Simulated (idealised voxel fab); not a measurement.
A process module follows: voxel quadruple lines.
The cross-section on display is named cut; it measures 225 nm wide, and its cells are 5 nm squares.
We lay out every cross-section as a grid of square cells and spell it out in bands from the top down, where one band means one or more rows of cells.
Quick guide to a band line: top height, bottom height (nm) up front; then every material left to right with its width in nm. Only one material and it's marked "all across"? Then it fills the band edge to edge. And "blank" just means empty space.
Beneath 0, the wafer as received is one material, and that level is where height counting begins. The lowest band goes on downward without a bottom; it is written like "top 0, no bottom".
A width given as "30->40" starts at the first number in the band's top row and ends at the second number in its bottom row, shifting by an equal amount at every step from row to row.
"no alterations made" (step): cross-section cells unchanged, all of them.
Enclosed voids (no open way to top), threshold 8 cells or more, entry "Sealed void list", notation width x height at distance, distance from left edge, nm.
Step line, after settings: the simulator's comment on this step.
overlay nm: step with mask; distance mask lay right of planned place; negative value = left of planned place.

[Listed below are the process steps as planned]
step 1: RECEIVE: material Si
step 2: CONFORMAL_DEP: material SiO2, thk nm 10
step 3: DIRECTIONAL_DEP: material TiN, thk nm 10
step 4: DIRECTIONAL_DEP: material polySi, thk nm 20
step 5: DIRECTIONAL_DEP: material aC, thk nm 20
step 6: PATTERN: tone cover, mask id MANDREL, material resist, width nm 30, thk nm 30, overlay nm 0
step 7: DIRECTIONAL_ETCH: etch materials aC, depth nm 20
step 8: STRIP: etch materials resist
step 9: CONFORMAL_DEP: material SiO2, thk nm 10
step 10: DIRECTIONAL_ETCH: etch materials SiO2, depth nm 10
step 11: STRIP: etch materials aC
step 12: DIRECTIONAL_ETCH: etch materials polySi, depth nm 20
step 13: STRIP: etch materials SiO2
step 14: CONFORMAL_DEP: material SiN, thk nm 10
step 15: DIRECTIONAL_ETCH: etch materials SiN, depth nm 10
step 16: STRIP: etch materials polySi
step 17: DIRECTIONAL_ETCH: etch materials TiN, depth nm 10
step 18: STRIP: etch materials SiN
step 19: FILL_DEP: material lowk, thk nm 10
step 20: CMP: height nm 20

[Received-state cross-section, reflecting completion of step 1]
top 0, no bottom = Si all across
Sealed void list: none

[Wafer at module end, in section. Began as above, planned as above, run with one mistake]
top 20, bottom 10 = 70 lowk  10 TiN  10 lowk  10 TiN  10 lowk  10 TiN  10 lowk  10 TiN  85 lowk
top 10, bottom 0 = SiO2 all across
top 0, no bottom = Si all across
Sealed void list: none
Want to know what went wrong? step 6 ran with different settings than intended, the actual operation and settings being PATTERN: tone cover, mask id MANDREL, material resist, width nm 30, thk nm 30, overlay nm -5
